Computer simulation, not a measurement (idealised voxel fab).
process module | voxel ribs on slabs
cross-section cut | 190 nm wide | cells 5 nm
A cross-section is a grid of square cells, given in bands from the top down. A band is one or more rows of cells.
Each band's line starts with the height of the band's top and of its bottom, in nm. Then come its materials from left to right, each with its width in nm. One material with "throughout" fills the band from edge to edge. "air" is empty space.
Height 0 is the level under which the wafer as received is all one material. The lowest band goes on downwards, as in "0 down".
A width such as "30 to 40" changes by the same amount from each row of cells to the next, from the band's top row to its bottom row.
"no change" after a step means that no cell of the cross-section changed.
closed voids: empty space of 8 cells or more with no open way to the top, each as width x height at its distance from the left edge, in nm
after a step's settings: what the simulator itself notes on the step
overlay nm, on a step with a mask: how far to the right of its planned place the mask lay; to the left if negative
plan
1 op RECEIVE | material Si
2 op DIRECTIONAL_DEP | material SiO2 | thk nm 20
3 op DIRECTIONAL_DEP | material polySi | thk nm 25
4 op DIRECTIONAL_DEP | material aC | thk nm 10
5 op PATTERN | tone cover | mask id RIB | material resist | width nm 25 | thk nm 25 | overlay nm 0
6 op DIRECTIONAL_ETCH | etch materials aC | depth nm 10
7 op STRIP | etch materials resist
8 op DIRECTIONAL_ETCH | etch materials polySi | depth nm 10
9 op STRIP | etch materials aC
10 op PATTERN | tone cover | mask id SLAB | material resist | width nm 75 | thk nm 20 | overlay nm 0
11 op DIRECTIONAL_ETCH | etch materials polySi | depth nm 15
12 op STRIP | etch materials resist
13 op FILL_DEP | material SiO2 | thk nm 25
14 op CMP | height nm 65
15 op DIRECTIONAL_DEP | material W | thk nm 5
16 op MASKED_ETCH | tone cover | mask id HEATER | width nm 35 | etch materials W | depth nm 5 | overlay nm 0
17 op CONFORMAL_DEP | material SiN | thk nm 5
first wafer, as planned
as received, after step 1
  0 down: Si throughout
  closed voids: none
after step 2
  20 to 0: SiO2 throughout
  below 0: unchanged
after step 3
  45 to 20: polySi throughout
  below 20: unchanged
after step 4
  55 to 45: aC throughout
  below 45: unchanged
after step 5
  80 to 55: air 80 | resist 25 | air 85
  below 55: unchanged
after step 6
  70 to 55: air 80 | resist 25 | air 85
  55 to 45: air 80 | aC 25 | air 85
  below 45: unchanged
after step 7
  55 to 45: air 80 | aC 25 | air 85
  below 45: unchanged
after step 8
  55 to 45: air 80 | aC 25 | air 85
  45 to 35: air 80 | polySi 25 | air 85
  below 35: unchanged
after step 9
  45 to 35: air 80 | polySi 25 | air 85
  below 35: unchanged
after step 10
  65 to 45: air 55 | resist 75 | air 60
  45 to 35: air 55 | resist 25 | polySi 25 | resist 25 | air 60
  below 35: unchanged
after step 11
  65 to 45: air 55 | resist 75 | air 60
  45 to 35: air 55 | resist 25 | polySi 25 | resist 25 | air 60
  35 to 20: air 55 | polySi 75 | air 60
  below 20: unchanged
after step 12
  45 to 35: air 80 | polySi 25 | air 85
  below 35: unchanged
after step 13
  70 to 45: SiO2 throughout
  45 to 35: SiO2 80 | polySi 25 | SiO2 85
  35 to 20: SiO2 55 | polySi 75 | SiO2 60
  below 20: unchanged
after step 14
  65 to 45: SiO2 throughout
  below 45: unchanged
after step 15
  70 to 65: W throughout
  below 65: unchanged
after step 16
  70 to 65: air 75 | W 35 | air 80
  below 65: unchanged
after step 17
  75 to 70: air 70 | SiN 45 | air 75
  70 to 65: SiN 75 | W 35 | SiN 80
  below 65: unchanged
second wafer: like start, like plan, one mistake. Through step 16 it matches the first wafer
when step 17 should have ended: no change
what went wrong: step 17 was left out
at the end the second wafer has, in cells: 40 fewer of SiN
